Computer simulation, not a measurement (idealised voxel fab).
process module | voxel quadruple lines
cross-section cut | 290 nm wide | cells 5 nm
A cross-section is a grid of square cells, given in bands from the top down. A band is one or more rows of cells.
Each band's line starts with the height of the band's top and of its bottom, in nm. Then come its materials from left to right, each with its width in nm. One material with "throughout" fills the band from edge to edge. "air" is empty space.
Height 0 is the level under which the wafer as received is all one material. The lowest band goes on downwards, as in "0 down".
A width such as "30 to 40" changes by the same amount from each row of cells to the next, from the band's top row to its bottom row.
"no change" after a step means that no cell of the cross-section changed.
closed voids: empty space of 8 cells or more with no open way to the top, each as width x height at its distance from the left edge, in nm
after a step's settings: what the simulator itself notes on the step
overlay nm, on a step with a mask: how far to the right of its planned place the mask lay; to the left if negative
Each pair below shows a cross-section before one step and the cross-section after it, down to the lowest band that changed. The line under each pair gives the step between them, with its settings. The pairs can come from different runs of this module on the same starting wafer, so a pair continues from the pair above only where its "before" says so.
before
  0 down: Si throughout
  closed voids: none
after
  10 to 0: SiO2 throughout
  below 0: unchanged
  closed voids: none
the step between: op CONFORMAL_DEP | material SiO2 | thk nm 10
before: the cross-section after the pair above
after
  20 to 10: W throughout
  below 10: unchanged
  closed voids: none
the step between: op DIRECTIONAL_DEP | material W | thk nm 10
before: the cross-section after the pair above
after
  35 to 20: polySi throughout
  below 20: unchanged
  closed voids: none
the step between: op DIRECTIONAL_DEP | material polySi | thk nm 15
before: the cross-section after the pair above
after
  60 to 35: aC throughout
  below 35: unchanged
  closed voids: none
the step between: op DIRECTIONAL_DEP | material aC | thk nm 25
before: the cross-section after the pair above
after
  90 to 60: air 130 | resist 30 | air 130
  below 60: unchanged
  closed voids: none
the step between: op PATTERN | tone cover | mask id MANDREL | material resist | width nm 30 | thk nm 30 | overlay nm 0
before: the cross-section after the pair above
after
  65 to 60: air 130 | resist 30 | air 130
  60 to 35: air 130 | aC 30 | air 130
  below 35: unchanged
  closed voids: none
the step between: op DIRECTIONAL_ETCH | etch materials aC | depth nm 25
before: the cross-section after the pair above
after
  60 to 35: air 130 | aC 30 | air 130
  below 35: unchanged
  closed voids: none
the step between: op STRIP | etch materials resist
before: the cross-section after the pair above
after
  70 to 60: air 120 | SiO2 50 | air 120
  60 to 45: air 120 | SiO2 10 | aC 30 | SiO2 10 | air 120
  45 to 35: SiO2 130 | aC 30 | SiO2 130
  below 35: unchanged
  closed voids: none
the step between: op CONFORMAL_DEP | material SiO2 | thk nm 10
before: the cross-section after the pair above
after
  60 to 35: air 120 | SiO2 10 | aC 30 | SiO2 10 | air 120
  below 35: unchanged
  closed voids: none
the step between: op DIRECTIONAL_ETCH | etch materials SiO2 | depth nm 10
before: the cross-section after the pair above
after
  60 to 35: air 120 | SiO2 10 | air 30 | SiO2 10 | air 120
  below 35: unchanged
  closed voids: none
the step between: op STRIP | etch materials aC
before: the cross-section after the pair above
after
  60 to 35: air 120 | SiO2 10 | air 30 | SiO2 10 | air 120
  35 to 20: air 120 | polySi 10 | air 30 | polySi 10 | air 120
  below 20: unchanged
  closed voids: none
the step between: op DIRECTIONAL_ETCH | etch materials polySi | depth nm 15
before: the cross-section after the pair above
after
  35 to 20: air 120 | polySi 10 | air 30 | polySi 10 | air 120
  below 20: unchanged
  closed voids: none
the step between: op STRIP | etch materials SiO2
before: the cross-section after the pair above
after
  45 to 35: air 110 | SiCN 30 | air 10 | SiCN 30 | air 110
  35 to 30: air 110 | SiCN 10 | polySi 10 | SiCN 10 | air 10 | SiCN 10 | polySi 10 | SiCN 10 | air 110
  30 to 20: SiCN 120 | polySi 10 | SiCN 30 | polySi 10 | SiCN 120
  below 20: unchanged
  closed voids: none
the step between: op CONFORMAL_DEP | material SiCN | thk nm 10
before: the cross-section after the pair above
after
  35 to 20: air 110 | SiCN 10 | polySi 10 | SiCN 10 | air 10 | SiCN 10 | polySi 10 | SiCN 10 | air 110
  below 20: unchanged
  closed voids: none
the step between: op DIRECTIONAL_ETCH | etch materials SiCN | depth nm 10
before: the cross-section after the pair above
after
  35 to 20: air 110 | SiCN 10 | air 10 | SiCN 10 | air 10 | SiCN 10 | air 10 | SiCN 10 | air 110
  below 20: unchanged
  closed voids: none
the step between: op STRIP | etch materials polySi
before: the cross-section after the pair above
after
  35 to 20: air 110 | SiCN 10 | air 10 | SiCN 10 | air 10 | SiCN 10 | air 10 | SiCN 10 | air 110
  20 to 10: air 110 | W 10 | air 10 | W 10 | air 10 | W 10 | air 10 | W 10 | air 110
  below 10: unchanged
  closed voids: none
the step between: op DIRECTIONAL_ETCH | etch materials W | depth nm 10
before: the cross-section after the pair above
after
  20 to 10: air 110 | W 10 | air 10 | W 10 | air 10 | W 10 | air 10 | W 10 | air 110
  below 10: unchanged
  closed voids: none
the step between: op STRIP | etch materials SiCN
before
  0 down: Si throughout
  closed voids: none
after
  10 to 0: W throughout
  below 0: unchanged
  closed voids: none
the step between: op DIRECTIONAL_DEP | material W | thk nm 10
before: the cross-section after the pair above
after
  25 to 10: polySi throughout
  below 10: unchanged
  closed voids: none
the step between: op DIRECTIONAL_DEP | material polySi | thk nm 15
before: the cross-section after the pair above
after
  50 to 25: aC throughout
  below 25: unchanged
  closed voids: none
the step between: op DIRECTIONAL_DEP | material aC | thk nm 25
before: the cross-section after the pair above
after
  80 to 50: air 130 | resist 30 | air 130
  below 50: unchanged
  closed voids: none
the step between: op PATTERN | tone cover | mask id MANDREL | material resist | width nm 30 | thk nm 30 | overlay nm 0
before: the cross-section after the pair above
after
  55 to 50: air 130 | resist 30 | air 130
  50 to 25: air 130 | aC 30 | air 130
  below 25: unchanged
  closed voids: none
the step between: op DIRECTIONAL_ETCH | etch materials aC | depth nm 25
before: the cross-section after the pair above
after
  50 to 25: air 130 | aC 30 | air 130
  below 25: unchanged
  closed voids: none
the step between: op STRIP | etch materials resist
before: the cross-section after the pair above
after
  60 to 50: air 120 | SiO2 50 | air 120
  50 to 35: air 120 | SiO2 10 | aC 30 | SiO2 10 | air 120
  35 to 25: SiO2 130 | aC 30 | SiO2 130
  below 25: unchanged
  closed voids: none
the step between: op CONFORMAL_DEP | material SiO2 | thk nm 10
before: the cross-section after the pair above
after
  50 to 25: air 120 | SiO2 10 | aC 30 | SiO2 10 | air 120
  below 25: unchanged
  closed voids: none
the step between: op DIRECTIONAL_ETCH | etch materials SiO2 | depth nm 10
before: the cross-section after the pair above
after
  50 to 25: air 120 | SiO2 10 | air 30 | SiO2 10 | air 120
  below 25: unchanged
  closed voids: none
the step between: op STRIP | etch materials aC
before: the cross-section after the pair above
after
  50 to 25: air 120 | SiO2 10 | air 30 | SiO2 10 | air 120
  25 to 10: air 120 | polySi 10 | air 30 | polySi 10 | air 120
  below 10: unchanged
  closed voids: none
the step between: op DIRECTIONAL_ETCH | etch materials polySi | depth nm 15
before: the cross-section after the pair above
after
  25 to 10: air 120 | polySi 10 | air 30 | polySi 10 | air 120
  below 10: unchanged
  closed voids: none
the step between: op STRIP | etch materials SiO2
before: the cross-section after the pair above
after
  35 to 25: air 110 | SiCN 30 | air 10 | SiCN 30 | air 110
  25 to 20: air 110 | SiCN 10 | polySi 10 | SiCN 10 | air 10 | SiCN 10 | polySi 10 | SiCN 10 | air 110
  20 to 10: SiCN 120 | polySi 10 | SiCN 30 | polySi 10 | SiCN 120
  below 10: unchanged
  closed voids: none
the step between: op CONFORMAL_DEP | material SiCN | thk nm 10
before: the cross-section after the pair above
after
  25 to 10: air 110 | SiCN 10 | polySi 10 | SiCN 10 | air 10 | SiCN 10 | polySi 10 | SiCN 10 | air 110
  below 10: unchanged
  closed voids: none
the step between: op DIRECTIONAL_ETCH | etch materials SiCN | depth nm 10
before: the cross-section after the pair above
after
  25 to 10: air 110 | SiCN 10 | air 10 | SiCN 10 | air 10 | SiCN 10 | air 10 | SiCN 10 | air 110
  below 10: unchanged
  closed voids: none
the step between: op STRIP | etch materials polySi
before: the cross-section after the pair above
after
  25 to 10: air 110 | SiCN 10 | air 10 | SiCN 10 | air 10 | SiCN 10 | air 10 | SiCN 10 | air 110
  10 to 0: air 110 | W 10 | air 10 | W 10 | air 10 | W 10 | air 10 | W 10 | air 110
  below 0: unchanged
  closed voids: none
the step between: op DIRECTIONAL_ETCH | etch materials W | depth nm 10
before: the cross-section after the pair above
after
  10 to 0: air 110 | W 10 | air 10 | W 10 | air 10 | W 10 | air 10 | W 10 | air 110
  below 0: unchanged
  closed voids: none
the step between: op STRIP | etch materials SiCN
before
  10 to 0: SiO2 throughout
  0 down: Si throughout
  closed voids: none
after
  25 to 10: polySi throughout
  below 10: unchanged
  closed voids: none
the step between: op DIRECTIONAL_DEP | material polySi | thk nm 15
before: the cross-section after the pair above
after
  35 to 25: W throughout
  below 25: unchanged
  closed voids: none
the step between: op DIRECTIONAL_DEP | material W | thk nm 10
before: the cross-section after the pair above
after
  60 to 35: aC throughout
  below 35: unchanged
  closed voids: none
the step between: op DIRECTIONAL_DEP | material aC | thk nm 25
before: the cross-section after the pair above
after
  90 to 60: air 130 | resist 30 | air 130
  below 60: unchanged
  closed voids: none
the step between: op PATTERN | tone cover | mask id MANDREL | material resist | width nm 30 | thk nm 30 | overlay nm 0
before: the cross-section after the pair above
after
  65 to 60: air 130 | resist 30 | air 130
  60 to 35: air 130 | aC 30 | air 130
  below 35: unchanged
  closed voids: none
the step between: op DIRECTIONAL_ETCH | etch materials aC | depth nm 25
before: the cross-section after the pair above
after
  60 to 35: air 130 | aC 30 | air 130
  below 35: unchanged
  closed voids: none
the step between: op STRIP | etch materials resist
before: the cross-section after the pair above
after
  70 to 60: air 120 | SiO2 50 | air 120
  60 to 45: air 120 | SiO2 10 | aC 30 | SiO2 10 | air 120
  45 to 35: SiO2 130 | aC 30 | SiO2 130
  below 35: unchanged
  closed voids: none
the step between: op CONFORMAL_DEP | material SiO2 | thk nm 10
before: the cross-section after the pair above
after
  60 to 35: air 120 | SiO2 10 | aC 30 | SiO2 10 | air 120
  below 35: unchanged
  closed voids: none
the step between: op DIRECTIONAL_ETCH | etch materials SiO2 | depth nm 10
before: the cross-section after the pair above
after
  60 to 35: air 120 | SiO2 10 | air 30 | SiO2 10 | air 120
  below 35: unchanged
  closed voids: none
the step between: op STRIP | etch materials aC
before: the cross-section after the pair above
after
  35 to 25: W throughout
  below 25: unchanged
  closed voids: none
the step between: op STRIP | etch materials SiO2
before: the cross-section after the pair above
after
  45 to 35: SiCN throughout
  below 35: unchanged
  closed voids: none
the step between: op CONFORMAL_DEP | material SiCN | thk nm 10
before: the cross-section after the pair above
after
  35 to 25: W throughout
  below 25: unchanged
  closed voids: none
the step between: op DIRECTIONAL_ETCH | etch materials SiCN | depth nm 10
before: the cross-section after the pair above
after
  25 to 10: polySi throughout
  below 10: unchanged
  closed voids: none
the step between: op DIRECTIONAL_ETCH | etch materials W | depth nm 10
before
  10 to 0: SiO2 throughout
  0 down: Si throughout
  closed voids: none
after
  15 to 10: W throughout
  below 10: unchanged
  closed voids: none
the step between: op DIRECTIONAL_DEP | material W | thk nm 5
before: the cross-section after the pair above
after
  30 to 15: polySi throughout
  below 15: unchanged
  closed voids: none
the step between: op DIRECTIONAL_DEP | material polySi | thk nm 15
before: the cross-section after the pair above
after
  55 to 30: aC throughout
  below 30: unchanged
  closed voids: none
the step between: op DIRECTIONAL_DEP | material aC | thk nm 25
before: the cross-section after the pair above
after
  85 to 55: air 130 | resist 30 | air 130
  below 55: unchanged
  closed voids: none
the step between: op PATTERN | tone cover | mask id MANDREL | material resist | width nm 30 | thk nm 30 | overlay nm 0
before: the cross-section after the pair above
after
  60 to 55: air 130 | resist 30 | air 130
  55 to 30: air 130 | aC 30 | air 130
  below 30: unchanged
  closed voids: none
the step between: op DIRECTIONAL_ETCH | etch materials aC | depth nm 25
before: the cross-section after the pair above
after
  55 to 30: air 130 | aC 30 | air 130
  below 30: unchanged
  closed voids: none
the step between: op STRIP | etch materials resist
before: the cross-section after the pair above
after
  65 to 55: air 120 | SiO2 50 | air 120
  55 to 40: air 120 | SiO2 10 | aC 30 | SiO2 10 | air 120
  40 to 30: SiO2 130 | aC 30 | SiO2 130
  below 30: unchanged
  closed voids: none
the step between: op CONFORMAL_DEP | material SiO2 | thk nm 10
before: the cross-section after the pair above
after
  55 to 30: air 120 | SiO2 10 | aC 30 | SiO2 10 | air 120
  below 30: unchanged
  closed voids: none
the step between: op DIRECTIONAL_ETCH | etch materials SiO2 | depth nm 10
before: the cross-section after the pair above
after
  55 to 30: air 120 | SiO2 10 | air 30 | SiO2 10 | air 120
  below 30: unchanged
  closed voids: none
the step between: op STRIP | etch materials aC
before: the cross-section after the pair above
after
  55 to 30: air 120 | SiO2 10 | air 30 | SiO2 10 | air 120
  30 to 15: air 120 | polySi 10 | air 30 | polySi 10 | air 120
  below 15: unchanged
  closed voids: none
the step between: op DIRECTIONAL_ETCH | etch materials polySi | depth nm 15
before: the cross-section after the pair above
after
  30 to 15: air 120 | polySi 10 | air 30 | polySi 10 | air 120
  below 15: unchanged
  closed voids: none
the step between: op STRIP | etch materials SiO2
before: the cross-section after the pair above
after
  40 to 30: air 110 | SiCN 30 | air 10 | SiCN 30 | air 110
  30 to 25: air 110 | SiCN 10 | polySi 10 | SiCN 10 | air 10 | SiCN 10 | polySi 10 | SiCN 10 | air 110
  25 to 15: SiCN 120 | polySi 10 | SiCN 30 | polySi 10 | SiCN 120
  below 15: unchanged
  closed voids: none
the step between: op CONFORMAL_DEP | material SiCN | thk nm 10
before: the cross-section after the pair above
after
  30 to 15: air 110 | SiCN 10 | polySi 10 | SiCN 10 | air 10 | SiCN 10 | polySi 10 | SiCN 10 | air 110
  below 15: unchanged
  closed voids: none
the step between: op DIRECTIONAL_ETCH | etch materials SiCN | depth nm 10
before: the cross-section after the pair above
after
  30 to 15: air 110 | SiCN 10 | air 10 | SiCN 10 | air 10 | SiCN 10 | air 10 | SiCN 10 | air 110
  below 15: unchanged
  closed voids: none
the step between: op STRIP | etch materials polySi
before: the cross-section after the pair above
after
  30 to 15: air 110 | SiCN 10 | air 10 | SiCN 10 | air 10 | SiCN 10 | air 10 | SiCN 10 | air 110
  15 to 10: air 110 | W 10 | air 10 | W 10 | air 10 | W 10 | air 10 | W 10 | air 110
  below 10: unchanged
  closed voids: none
the step between: op DIRECTIONAL_ETCH | etch materials W | depth nm 10
before: the cross-section after the pair above
after
  15 to 10: air 110 | W 10 | air 10 | W 10 | air 10 | W 10 | air 10 | W 10 | air 110
  below 10: unchanged
  closed voids: none
the step between: op STRIP | etch materials SiCN
before
  60 to 35: aC throughout
  35 to 20: polySi throughout
  20 to 10: W throughout
  10 to 0: SiO2 throughout
  0 down: Si throughout
  closed voids: none
after
  90 to 60: air 135 | resist 25 | air 130
  below 60: unchanged
  closed voids: none
the step between: op PATTERN | tone cover | mask id MANDREL | material resist | width nm 25 | thk nm 30 | overlay nm 0
before: the cross-section after the pair above
after
  65 to 60: air 135 | resist 25 | air 130
  60 to 35: air 135 | aC 25 | air 130
  below 35: unchanged
  closed voids: none
the step between: op DIRECTIONAL_ETCH | etch materials aC | depth nm 25
before: the cross-section after the pair above
after
  60 to 35: air 135 | aC 25 | air 130
  below 35: unchanged
  closed voids: none
the step between: op STRIP | etch materials resist
before: the cross-section after the pair above
after
  70 to 60: air 125 | SiO2 45 | air 120
  60 to 45: air 125 | SiO2 10 | aC 25 | SiO2 10 | air 120
  45 to 35: SiO2 135 | aC 25 | SiO2 130
  below 35: unchanged
  closed voids: none
the step between: op CONFORMAL_DEP | material SiO2 | thk nm 10
before: the cross-section after the pair above
after
  60 to 35: air 125 | SiO2 10 | aC 25 | SiO2 10 | air 120
  below 35: unchanged
  closed voids: none
the step between: op DIRECTIONAL_ETCH | etch materials SiO2 | depth nm 10
before: the cross-section after the pair above
after
  60 to 35: air 125 | SiO2 10 | air 25 | SiO2 10 | air 120
  below 35: unchanged
  closed voids: none
the step between: op STRIP | etch materials aC
before: the cross-section after the pair above
after
  60 to 35: air 125 | SiO2 10 | air 25 | SiO2 10 | air 120
  35 to 20: air 125 | polySi 10 | air 25 | polySi 10 | air 120
  below 20: unchanged
  closed voids: none
the step between: op DIRECTIONAL_ETCH | etch materials polySi | depth nm 15
before: the cross-section after the pair above
after
  35 to 20: air 125 | polySi 10 | air 25 | polySi 10 | air 120
  below 20: unchanged
  closed voids: none
the step between: op STRIP | etch materials SiO2
before: the cross-section after the pair above
after
  45 to 35: air 115 | SiCN 30 | air 5 | SiCN 30 | air 110
  35 to 30: air 115 | SiCN 10 | polySi 10 | SiCN 10 | air 5 | SiCN 10 | polySi 10 | SiCN 10 | air 110
  30 to 20: SiCN 125 | polySi 10 | SiCN 25 | polySi 10 | SiCN 120
  below 20: unchanged
  closed voids: none
the step between: op CONFORMAL_DEP | material SiCN | thk nm 10
before: the cross-section after the pair above
after
  35 to 20: air 115 | SiCN 10 | polySi 10 | SiCN 10 | air 5 | SiCN 10 | polySi 10 | SiCN 10 | air 110
  below 20: unchanged
  closed voids: none
the step between: op DIRECTIONAL_ETCH | etch materials SiCN | depth nm 10
before: the cross-section after the pair above
after
  35 to 20: air 115 | SiCN 10 | air 10 | SiCN 10 | air 5 | SiCN 10 | air 10 | SiCN 10 | air 110
  below 20: unchanged
  closed voids: none
the step between: op STRIP | etch materials polySi
before: the cross-section after the pair above
after
  35 to 20: air 115 | SiCN 10 | air 10 | SiCN 10 | air 5 | SiCN 10 | air 10 | SiCN 10 | air 110
  20 to 10: air 115 | W 10 | air 10 | W 10 | air 5 | W 10 | air 10 | W 10 | air 110
  below 10: unchanged
  closed voids: none
the step between: op DIRECTIONAL_ETCH | etch materials W | depth nm 10
before: the cross-section after the pair above
after
  20 to 10: air 115 | W 10 | air 10 | W 10 | air 5 | W 10 | air 10 | W 10 | air 110
  below 10: unchanged
  closed voids: none
the step between: op STRIP | etch materials SiCN
before
  60 to 35: aC throughout
  35 to 20: polySi throughout
  20 to 10: W throughout
  10 to 0: SiO2 throughout
  0 down: Si throughout
  closed voids: none
after
  90 to 60: air 140 | resist 30 | air 120
  below 60: unchanged
  closed voids: none
the step between: op PATTERN | tone cover | mask id MANDREL | material resist | width nm 30 | thk nm 30 | overlay nm 10
before: the cross-section after the pair above
after
  65 to 60: air 140 | resist 30 | air 120
  60 to 35: air 140 | aC 30 | air 120
  below 35: unchanged
  closed voids: none
the step between: op DIRECTIONAL_ETCH | etch materials aC | depth nm 25
before: the cross-section after the pair above
after
  60 to 35: air 140 | aC 30 | air 120
  below 35: unchanged
  closed voids: none
the step between: op STRIP | etch materials resist
before: the cross-section after the pair above
after
  70 to 60: air 130 | SiO2 50 | air 110
  60 to 45: air 130 | SiO2 10 | aC 30 | SiO2 10 | air 110
  45 to 35: SiO2 140 | aC 30 | SiO2 120
  below 35: unchanged
  closed voids: none
the step between: op CONFORMAL_DEP | material SiO2 | thk nm 10
before: the cross-section after the pair above
after
  60 to 35: air 130 | SiO2 10 | aC 30 | SiO2 10 | air 110
  below 35: unchanged
  closed voids: none
the step between: op DIRECTIONAL_ETCH | etch materials SiO2 | depth nm 10
before: the cross-section after the pair above
after
  60 to 35: air 130 | SiO2 10 | air 30 | SiO2 10 | air 110
  below 35: unchanged
  closed voids: none
the step between: op STRIP | etch materials aC
before: the cross-section after the pair above
after
  60 to 35: air 130 | SiO2 10 | air 30 | SiO2 10 | air 110
  35 to 20: air 130 | polySi 10 | air 30 | polySi 10 | air 110
  below 20: unchanged
  closed voids: none
the step between: op DIRECTIONAL_ETCH | etch materials polySi | depth nm 15
before: the cross-section after the pair above
after
  35 to 20: air 130 | polySi 10 | air 30 | polySi 10 | air 110
  below 20: unchanged
  closed voids: none
the step between: op STRIP | etch materials SiO2
before: the cross-section after the pair above
after
  45 to 35: air 120 | SiCN 30 | air 10 | SiCN 30 | air 100
  35 to 30: air 120 | SiCN 10 | polySi 10 | SiCN 10 | air 10 | SiCN 10 | polySi 10 | SiCN 10 | air 100
  30 to 20: SiCN 130 | polySi 10 | SiCN 30 | polySi 10 | SiCN 110
  below 20: unchanged
  closed voids: none
the step between: op CONFORMAL_DEP | material SiCN | thk nm 10
before: the cross-section after the pair above
after
  35 to 20: air 120 | SiCN 10 | polySi 10 | SiCN 10 | air 10 | SiCN 10 | polySi 10 | SiCN 10 | air 100
  below 20: unchanged
  closed voids: none
the step between: op DIRECTIONAL_ETCH | etch materials SiCN | depth nm 10
before: the cross-section after the pair above
after
  35 to 20: air 120 | SiCN 10 | air 10 | SiCN 10 | air 10 | SiCN 10 | air 10 | SiCN 10 | air 100
  below 20: unchanged
  closed voids: none
the step between: op STRIP | etch materials polySi
before: the cross-section after the pair above
after
  35 to 20: air 120 | SiCN 10 | air 10 | SiCN 10 | air 10 | SiCN 10 | air 10 | SiCN 10 | air 100
  20 to 10: air 120 | W 10 | air 10 | W 10 | air 10 | W 10 | air 10 | W 10 | air 100
  below 10: unchanged
  closed voids: none
the step between: op DIRECTIONAL_ETCH | etch materials W | depth nm 10
before: the cross-section after the pair above
after
  20 to 10: air 120 | W 10 | air 10 | W 10 | air 10 | W 10 | air 10 | W 10 | air 100
  below 10: unchanged
  closed voids: none
the step between: op STRIP | etch materials SiCN
before
  35 to 20: air 120 | polySi 10 | air 30 | polySi 10 | air 120
  20 to 10: W throughout
  10 to 0: SiO2 throughout
  0 down: Si throughout
  closed voids: none
after
  45 to 35: air 110 | W 30 | air 10 | W 30 | air 110
  35 to 30: air 110 | W 10 | polySi 10 | W 10 | air 10 | W 10 | polySi 10 | W 10 | air 110
  30 to 20: W 120 | polySi 10 | W 30 | polySi 10 | W 120
  below 20: unchanged
  closed voids: none
the step between: op CONFORMAL_DEP | material W | thk nm 10
before: the cross-section after the pair above
after
  35 to 20: air 110 | W 10 | polySi 10 | W 10 | air 10 | W 10 | polySi 10 | W 10 | air 110
  below 20: unchanged
  closed voids: none
the step between: op DIRECTIONAL_ETCH | etch materials W | depth nm 10
before
  60 to 35: aC throughout
  35 to 20: polySi throughout
  20 to 10: W throughout
  10 to 0: SiO2 throughout
  0 down: Si throughout
  closed voids: none
after
  90 to 60: resist 130 | air 30 | resist 130
  below 60: unchanged
  closed voids: none
the step between: op PATTERN | tone open | mask id MANDREL | material resist | width nm 30 | thk nm 30 | overlay nm 0
before: the cross-section after the pair above
after
  65 to 60: resist 130 | air 30 | resist 130
  60 to 35: aC 130 | air 30 | aC 130
  below 35: unchanged
  closed voids: none
the step between: op DIRECTIONAL_ETCH | etch materials aC | depth nm 25
before: the cross-section after the pair above
after
  60 to 35: aC 130 | air 30 | aC 130
  below 35: unchanged
  closed voids: none
the step between: op STRIP | etch materials resist
before: the cross-section after the pair above
after
  70 to 60: SiO2 140 | air 10 | SiO2 140
  60 to 45: aC 130 | SiO2 10 | air 10 | SiO2 10 | aC 130
  45 to 35: aC 130 | SiO2 30 | aC 130
  below 35: unchanged
  closed voids: none
the step between: op CONFORMAL_DEP | material SiO2 | thk nm 10
before: the cross-section after the pair above
after
  60 to 35: aC 130 | SiO2 10 | air 10 | SiO2 10 | aC 130
  below 35: unchanged
  closed voids: none
the step between: op DIRECTIONAL_ETCH | etch materials SiO2 | depth nm 10
before: the cross-section after the pair above
after
  60 to 35: air 130 | SiO2 10 | air 10 | SiO2 10 | air 130
  below 35: unchanged
  closed voids: none
the step between: op STRIP | etch materials aC
before: the cross-section after the pair above
after
  60 to 35: air 130 | SiO2 10 | air 10 | SiO2 10 | air 130
  35 to 20: air 130 | polySi 10 | air 10 | polySi 10 | air 130
  below 20: unchanged
  closed voids: none
the step between: op DIRECTIONAL_ETCH | etch materials polySi | depth nm 15
before: the cross-section after the pair above
after
  35 to 20: air 130 | polySi 10 | air 10 | polySi 10 | air 130
  below 20: unchanged
  closed voids: none
the step between: op STRIP | etch materials SiO2
before: the cross-section after the pair above
after
  45 to 35: air 120 | SiCN 50 | air 120
  35 to 30: air 120 | SiCN 10 | polySi 10 | SiCN 10 | polySi 10 | SiCN 10 | air 120
  30 to 20: SiCN 130 | polySi 10 | SiCN 10 | polySi 10 | SiCN 130
  below 20: unchanged
  closed voids: none
the step between: op CONFORMAL_DEP | material SiCN | thk nm 10
before: the cross-section after the pair above
after
  35 to 20: air 120 | SiCN 10 | polySi 10 | SiCN 10 | polySi 10 | SiCN 10 | air 120
  below 20: unchanged
  closed voids: none
the step between: op DIRECTIONAL_ETCH | etch materials SiCN | depth nm 10
before: the cross-section after the pair above
after
  35 to 20: air 120 | SiCN 10 | air 10 | SiCN 10 | air 10 | SiCN 10 | air 120
  below 20: unchanged
  closed voids: none
the step between: op STRIP | etch materials polySi
before: the cross-section after the pair above
after
  35 to 20: air 120 | SiCN 10 | air 10 | SiCN 10 | air 10 | SiCN 10 | air 120
  20 to 10: air 120 | W 10 | air 10 | W 10 | air 10 | W 10 | air 120
  below 10: unchanged
  closed voids: none
the step between: op DIRECTIONAL_ETCH | etch materials W | depth nm 10
before: the cross-section after the pair above
after
  20 to 10: air 120 | W 10 | air 10 | W 10 | air 10 | W 10 | air 120
  below 10: unchanged
  closed voids: none
the step between: op STRIP | etch materials SiCN
